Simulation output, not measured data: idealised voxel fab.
process module | voxel fin reveal
cross-section cut | 210 nm wide | cells 5 nm
A cross-section is a grid of square cells, given in bands from the top down. A band is one or more rows of cells.
Each band's line starts with the height of the band's top and of its bottom, in nm. Then come its materials from left to right, each with its width in nm. One material with "throughout" fills the band from edge to edge. "air" is empty space.
Height 0 is the level under which the wafer as received is all one material. The lowest band goes on downwards, as in "0 down".
A width such as "30 to 40" changes by the same amount from each row of cells to the next, from the band's top row to its bottom row.
"no change" after a step means that no cell of the cross-section changed.
closed voids: empty space of 8 cells or more with no open way to the top, each as width x height at its distance from the left edge, in nm
after a step's settings: what the simulator itself notes on the step
overlay nm, on a step with a mask: how far to the right of its planned place the mask lay; to the left if negative
plan
1 op RECEIVE | material Si
2 op CONFORMAL_DEP | material SiN | thk nm 10
3 op DIRECTIONAL_DEP | material aC | thk nm 15
4 op PATTERN | tone cover | mask id FINS | material resist | width nm 15 | pitch nm 40 | thk nm 35 | overlay nm 0
5 op DIRECTIONAL_ETCH | etch materials aC | depth nm 15
6 op STRIP | etch materials resist
7 op DIRECTIONAL_ETCH | etch materials SiN | depth nm 10
8 op DIRECTIONAL_ETCH | etch materials Si | depth nm 35
9 op STRIP | etch materials aC
10 op FILL_DEP | material SiO2 | thk nm 5
11 op CMP | height nm 10
12 op SELECTIVE_ETCH | etch materials SiO2 | depth nm 30
13 op STRIP | etch materials SiN
14 op CONFORMAL_DEP | material SiO2 | thk nm 5
as received, after step 1
  0 down: Si throughout
  closed voids: none
a wafer at the end: this start, this plan, one mistake
  5 to 0: SiO2 60 | air 5 | SiO2 35 | air 5 | SiO2 35 | air 5 | SiO2 65
  0 to -15: Si 55 | SiO2 5 | air 5 | SiO2 5 | Si 25 | SiO2 5 | air 5 | SiO2 5 | Si 25 | SiO2 5 | air 5 | SiO2 5 | Si 60
  -15 to -35: Si 55 | SiO2 15 | Si 25 | SiO2 15 | Si 25 | SiO2 15 | Si 60
  -35 down: Si throughout
  closed voids: none
what went wrong: step 4 ran as: op PATTERN | tone open | mask id FINS | material resist | width nm 15 | pitch nm 40 | thk nm 35 | overlay nm 0
